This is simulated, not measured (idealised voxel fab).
Title: Process Module voxel capacitor over wiring
FYI the section here is cut, 140 nm wide, cells are 5 nm squares.
When this document writes out a cross-section, it uses a grid of square cells and lists it as bands, beginning at the top and moving down, with a band standing for one or more rows of cells. In this notation a band is specified by the heights of its top and bottom, in that order and in nm, after which its materials appear from left to right, each paired with its width in nm. The word "all across" attached to a single material means that material fills the band from edge to edge; the word "empty" stands for empty space. Where do heights start? At 0: under that level the wafer as delivered is made of one material only. And the lowest band has no floor; it just carries on downward, as in "top 0, no bottom". Quick explanation for "30..40": the width changes in equal steps down the rows of cells, from the first number in the band's top row to the second number in its bottom row. It should be understood that the words "nothing altered", when stated for a given step, signify that the cross-section underwent no change in any of its cells during that step. Each empty space that has no open way to the top and spans at least 8 cells appears under "Fully closed voids" as width x height at distance, the distance counted from the left edge, all in nm. Read whatever lies past the settings on a step's line as the simulator's own remark about the step. overlay nm: how far to the right of its planned place the mask lay on this masked step (negative: to the left).

Set out below are the planned steps of the process
1. RECEIVE (material Si)
2. CONFORMAL_DEP (material SiO2; thk nm 15)
3. DIRECTIONAL_DEP (material TiN; thk nm 5)
4. DIRECTIONAL_DEP (material W; thk nm 25)
5. MASKED_ETCH (tone cover; mask id METAL_1; width nm 20; pitch nm 75; etch materials W; depth nm 25; overlay nm 0)
6. MASKED_ETCH (tone cover; mask id METAL_1; width nm 20; pitch nm 75; etch materials TiN; depth nm 5; overlay nm 0)
7. FILL_DEP (material lowk; thk nm 5)
8. CMP (height nm 45)
9. CONFORMAL_DEP (material SiCN; thk nm 5)
10. DIRECTIONAL_DEP (material lowk; thk nm 15)
11. PATTERN (tone open; mask id PLUG_1; material resist; width nm 15; thk nm 20; overlay nm 0)
12. DIRECTIONAL_ETCH (etch materials lowk; depth nm 15)
13. DIRECTIONAL_ETCH (etch materials SiCN; depth nm 5)
14. STRIP (etch materials resist)
15. EPI (material Ru; thk nm 10)
16. EPI (material Ru; thk nm 10)
17. DIRECTIONAL_DEP (material TiN; thk nm 5)
18. DIRECTIONAL_DEP (material SiN; thk nm 5)
19. DIRECTIONAL_DEP (material TiN; thk nm 10)
20. PATTERN (tone cover; mask id UPPER_PLATE; material resist; width nm 60; thk nm 20; overlay nm 0)
21. DIRECTIONAL_ETCH (etch materials TiN; depth nm 10)
22. DIRECTIONAL_ETCH (etch materials SiN; depth nm 5)
23. STRIP (etch materials resist)
24. DIRECTIONAL_DEP (material aC; thk nm 10)
25. PATTERN (tone cover; mask id LOWER_PLATE; material resist; width nm 70; thk nm 30; overlay nm 0)
26. DIRECTIONAL_ETCH (etch materials aC; depth nm 10)
27. STRIP (etch materials resist)
28. DIRECTIONAL_ETCH (etch materials TiN; depth nm 5)
29. STRIP (etch materials aC)
30. FILL_DEP (material SiO2; thk nm 15)
31. CMP (height nm 95)
32. MASKED_ETCH (tone open; mask id PLUG_2; width nm 15; etch materials SiO2; depth nm 10; overlay nm 0)
33. CONFORMAL_DEP (material TiN; thk nm 5)
34. FILL_DEP (material Cu; thk nm 5)
35. CMP (height nm 95)
36. CONFORMAL_DEP (material SiCN; thk nm 5)

Concerning the first of two wafers, which was run in accordance with the plan

Cross-section, incoming material, after step 1
    top 0, no bottom: Si all across
    Fully closed voids: none

State of the wafer after step 2, shown in cross-section
    top 15, bottom 0: SiO2 all across
    All layers under 0 are left as they were.

State of the wafer after step 3, shown in cross-section
    top 20, bottom 15: TiN all across
    All layers under 15 are left as they were.

State of the wafer after step 4, shown in cross-section
    top 45, bottom 20: W all across
    All layers under 20 are left as they were.

State of the wafer after step 5, shown in cross-section
    top 45, bottom 20: 20 of empty, then 20 of W, then 55 of empty, then 20 of W, then 25 of empty
    All layers under 20 are left as they were.

State of the wafer after step 6, shown in cross-section
    top 45, bottom 20: 20 of empty, then 20 of W, then 55 of empty, then 20 of W, then 25 of empty
    top 20, bottom 15: 20 of empty, then 20 of TiN, then 55 of empty, then 20 of TiN, then 25 of empty
    All layers under 15 are left as they were.

State of the wafer after step 7, shown in cross-section
    top 50, bottom 45: lowk all across
    top 45, bottom 20: 20 of lowk, then 20 of W, then 55 of lowk, then 20 of W, then 25 of lowk
    top 20, bottom 15: 20 of lowk, then 20 of TiN, then 55 of lowk, then 20 of TiN, then 25 of lowk
    All layers under 15 are left as they were.

State of the wafer after step 8, shown in cross-section
    top 45, bottom 20: 20 of lowk, then 20 of W, then 55 of lowk, then 20 of W, then 25 of lowk
    All layers under 20 are left as they were.

State of the wafer after step 9, shown in cross-section
    top 50, bottom 45: SiCN all across
    All layers under 45 are left as they were.

State of the wafer after step 10, shown in cross-section
    top 65, bottom 50: lowk all across
    All layers under 50 are left as they were.

State of the wafer after step 11, shown in cross-section
    top 85, bottom 65: 25 of resist, then 15 of empty, then 100 of resist
    All layers under 65 are left as they were.

State of the wafer after step 12, shown in cross-section
    top 85, bottom 65: 25 of resist, then 15 of empty, then 100 of resist
    top 65, bottom 50: 25 of lowk, then 15 of empty, then 100 of lowk
    All layers under 50 are left as they were.

State of the wafer after step 13, shown in cross-section
    top 85, bottom 65: 25 of resist, then 15 of empty, then 100 of resist
    top 65, bottom 50: 25 of lowk, then 15 of empty, then 100 of lowk
    top 50, bottom 45: 25 of SiCN, then 15 of empty, then 100 of SiCN
    All layers under 45 are left as they were.

State of the wafer after step 14, shown in cross-section
    top 65, bottom 50: 25 of lowk, then 15 of empty, then 100 of lowk
    All layers under 50 are left as they were.

State of the wafer after step 15, shown in cross-section
    top 65, bottom 55: 25 of lowk, then 15 of empty, then 100 of lowk
    top 55, bottom 50: 25 of lowk, then 15 of Ru, then 100 of lowk
    top 50, bottom 45: 25 of SiCN, then 15 of Ru, then 100 of SiCN
    All layers under 45 are left as they were.

State of the wafer after step 16, shown in cross-section
    top 65, bottom 50: 25 of lowk, then 15 of Ru, then 100 of lowk
    All layers under 50 are left as they were.

State of the wafer after step 17, shown in cross-section
    top 70, bottom 65: TiN all across
    All layers under 65 are left as they were.

State of the wafer after step 18, shown in cross-section
    top 75, bottom 70: SiN all across
    All layers under 70 are left as they were.

State of the wafer after step 19, shown in cross-section
    top 85, bottom 75: TiN all across
    All layers under 75 are left as they were.

State of the wafer after step 20, shown in cross-section
    top 105, bottom 85: 25 of empty, then 60 of resist, then 55 of empty
    All layers under 85 are left as they were.

State of the wafer after step 21, shown in cross-section
    top 105, bottom 85: 25 of empty, then 60 of resist, then 55 of empty
    top 85, bottom 75: 25 of empty, then 60 of TiN, then 55 of empty
    All layers under 75 are left as they were.

State of the wafer after step 22, shown in cross-section
    top 105, bottom 85: 25 of empty, then 60 of resist, then 55 of empty
    top 85, bottom 75: 25 of empty, then 60 of TiN, then 55 of empty
    top 75, bottom 70: 25 of empty, then 60 of SiN, then 55 of empty
    All layers under 70 are left as they were.

State of the wafer after step 23, shown in cross-section
    top 85, bottom 75: 25 of empty, then 60 of TiN, then 55 of empty
    All layers under 75 are left as they were.

State of the wafer after step 24, shown in cross-section
    top 95, bottom 85: 25 of empty, then 60 of aC, then 55 of empty
    top 85, bottom 80: 25 of empty, then 60 of TiN, then 55 of empty
    top 80, bottom 75: 25 of aC, then 60 of TiN, then 55 of aC
    top 75, bottom 70: 25 of aC, then 60 of SiN, then 55 of aC
    All layers under 70 are left as they were.

State of the wafer after step 25, shown in cross-section
    top 125, bottom 95: 20 of empty, then 70 of resist, then 50 of empty
    top 95, bottom 85: 20 of empty, then 5 of resist, then 60 of aC, then 5 of resist, then 50 of empty
    top 85, bottom 80: 20 of empty, then 5 of resist, then 60 of TiN, then 5 of resist, then 50 of empty
    All layers under 80 are left as they were.

State of the wafer after step 26, shown in cross-section
    top 115, bottom 95: 20 of empty, then 70 of resist, then 50 of empty
    top 95, bottom 85: 20 of empty, then 5 of resist, then 60 of aC, then 5 of resist, then 50 of empty
    top 85, bottom 80: 20 of empty, then 5 of resist, then 60 of TiN, then 5 of resist, then 50 of empty
    top 80, bottom 75: 20 of empty, then 5 of aC, then 60 of TiN, then 5 of aC, then 50 of empty
    top 75, bottom 70: 20 of empty, then 5 of aC, then 60 of SiN, then 5 of aC, then 50 of empty
    All layers under 70 are left as they were.

State of the wafer after step 27, shown in cross-section
    top 95, bottom 85: 25 of empty, then 60 of aC, then 55 of empty
    top 85, bottom 80: 25 of empty, then 60 of TiN, then 55 of empty
    All layers under 80 are left as they were.

State of the wafer after step 28, shown in cross-section
    top 95, bottom 85: 25 of empty, then 60 of aC, then 55 of empty
    top 85, bottom 80: 25 of empty, then 60 of TiN, then 55 of empty
    top 80, bottom 75: 20 of empty, then 5 of aC, then 60 of TiN, then 5 of aC, then 50 of empty
    top 75, bottom 70: 20 of empty, then 5 of aC, then 60 of SiN, then 5 of aC, then 50 of empty
    top 70, bottom 65: 20 of empty, then 70 of TiN, then 50 of empty
    All layers under 65 are left as they were.

State of the wafer after step 29, shown in cross-section
    top 85, bottom 75: 25 of empty, then 60 of TiN, then 55 of empty
    top 75, bottom 70: 25 of empty, then 60 of SiN, then 55 of empty
    All layers under 70 are left as they were.

State of the wafer after step 30, shown in cross-section
    top 100, bottom 85: SiO2 all across
    top 85, bottom 75: 25 of SiO2, then 60 of TiN, then 55 of SiO2
    top 75, bottom 70: 25 of SiO2, then 60 of SiN, then 55 of SiO2
    top 70, bottom 65: 20 of SiO2, then 70 of TiN, then 50 of SiO2
    All layers under 65 are left as they were.

State of the wafer after step 31, shown in cross-section
    top 95, bottom 85: SiO2 all across
    All layers under 85 are left as they were.

State of the wafer after step 32, shown in cross-section
    top 95, bottom 85: 35 of SiO2, then 15 of empty, then 90 of SiO2
    All layers under 85 are left as they were.

State of the wafer after step 33, shown in cross-section
    top 100, bottom 95: 40 of TiN, then 5 of empty, then 95 of TiN
    top 95, bottom 90: 35 of SiO2, then 5 of TiN, then 5 of empty, then 5 of TiN, then 90 of SiO2
    top 90, bottom 85: 35 of SiO2, then 15 of TiN, then 90 of SiO2
    All layers under 85 are left as they were.

State of the wafer after step 34, shown in cross-section
    top 105, bottom 100: Cu all across
    top 100, bottom 95: 40 of TiN, then 5 of Cu, then 95 of TiN
    top 95, bottom 90: 35 of SiO2, then 5 of TiN, then 5 of Cu, then 5 of TiN, then 90 of SiO2
    All layers under 90 are left as they were.

State of the wafer after step 35, shown in cross-section
    top 95, bottom 90: 35 of SiO2, then 5 of TiN, then 5 of Cu, then 5 of TiN, then 90 of SiO2
    All layers under 90 are left as they were.

State of the wafer after step 36, shown in cross-section
    top 100, bottom 95: SiCN all across
    All layers under 95 are left as they were.

The second wafer was prepared from the same starting point and under the same plan as the first; its processing contained one mistake, and it remains indistinguishable from the first wafer up to and including step 17

At the planned end of step 18, the second wafer in cross-section
    top 85, bottom 70: SiN all across
    All layers under 70 are left as they were.

At the planned end of step 19, the second wafer in cross-section
    top 95, bottom 85: TiN all across
    All layers under 85 are left as they were.

At the planned end of step 20, the second wafer in cross-section
    top 115, bottom 95: 25 of empty, then 60 of resist, then 55 of empty
    All layers under 95 are left as they were.

At the planned end of step 21, the second wafer in cross-section
    top 115, bottom 95: 25 of empty, then 60 of resist, then 55 of empty
    top 95, bottom 85: 25 of empty, then 60 of TiN, then 55 of empty
    All layers under 85 are left as they were.

At the planned end of step 22, the second wafer in cross-section
    top 115, bottom 95: 25 of empty, then 60 of resist, then 55 of empty
    top 95, bottom 85: 25 of empty, then 60 of TiN, then 55 of empty
    top 85, bottom 80: 25 of empty, then 60 of SiN, then 55 of empty
    All layers under 80 are left as they were.

At the planned end of step 23, the second wafer in cross-section
    top 95, bottom 85: 25 of empty, then 60 of TiN, then 55 of empty
    All layers under 85 are left as they were.

At the planned end of step 24, the second wafer in cross-section
    top 105, bottom 95: 25 of empty, then 60 of aC, then 55 of empty
    top 95, bottom 90: 25 of empty, then 60 of TiN, then 55 of empty
    top 90, bottom 85: 25 of aC, then 60 of TiN, then 55 of aC
    top 85, bottom 80: 25 of aC, then 60 of SiN, then 55 of aC
    All layers under 80 are left as they were.

At the planned end of step 25, the second wafer in cross-section
    top 135, bottom 105: 20 of empty, then 70 of resist, then 50 of empty
    top 105, bottom 95: 20 of empty, then 5 of resist, then 60 of aC, then 5 of resist, then 50 of empty
    top 95, bottom 90: 20 of empty, then 5 of resist, then 60 of TiN, then 5 of resist, then 50 of empty
    All layers under 90 are left as they were.

At the planned end of step 26, the second wafer in cross-section
    top 125, bottom 105: 20 of empty, then 70 of resist, then 50 of empty
    top 105, bottom 95: 20 of empty, then 5 of resist, then 60 of aC, then 5 of resist, then 50 of empty
    top 95, bottom 90: 20 of empty, then 5 of resist, then 60 of TiN, then 5 of resist, then 50 of empty
    top 90, bottom 85: 20 of empty, then 5 of aC, then 60 of TiN, then 5 of aC, then 50 of empty
    top 85, bottom 80: 20 of empty, then 5 of aC, then 60 of SiN, then 5 of aC, then 50 of empty
    All layers under 80 are left as they were.

At the planned end of step 27, the second wafer in cross-section
    top 105, bottom 95: 25 of empty, then 60 of aC, then 55 of empty
    top 95, bottom 90: 25 of empty, then 60 of TiN, then 55 of empty
    All layers under 90 are left as they were.

At the planned end of step 28, the second wafer in cross-section: nothing altered

At the planned end of step 29, the second wafer in cross-section
    top 95, bottom 85: 25 of empty, then 60 of TiN, then 55 of empty
    top 85, bottom 80: 25 of empty, then 60 of SiN, then 55 of empty
    All layers under 80 are left as they were.

At the planned end of step 30, the second wafer in cross-section
    top 110, bottom 95: SiO2 all across
    top 95, bottom 85: 25 of SiO2, then 60 of TiN, then 55 of SiO2
    top 85, bottom 80: 25 of SiO2, then 60 of SiN, then 55 of SiO2
    All layers under 80 are left as they were.

At the planned end of step 31, the second wafer in cross-section
    top 95, bottom 85: 25 of SiO2, then 60 of TiN, then 55 of SiO2
    All layers under 85 are left as they were.

At the planned end of step 32, the second wafer in cross-section: nothing altered

At the planned end of step 33, the second wafer in cross-section
    top 100, bottom 95: TiN all across
    All layers under 95 are left as they were.

At the planned end of step 34, the second wafer in cross-section
    top 105, bottom 100: Cu all across
    All layers under 100 are left as they were.

At the planned end of step 35, the second wafer in cross-section
    top 95, bottom 85: 25 of SiO2, then 60 of TiN, then 55 of SiO2
    All layers under 85 are left as they were.

At the planned end of step 36, the second wafer in cross-section
    top 100, bottom 95: SiCN all across
    All layers under 95 are left as they were.
In executing the process, a mistake was made relative to the plan: in deviation from the planned setting, step 18 was conducted as DIRECTIONAL_DEP (material SiN; thk nm 15)
Wafer comparison, final, in cells, second relative to first, materials more or fewer: Cu -1, SiN +56, SiO2 -64, TiN +9
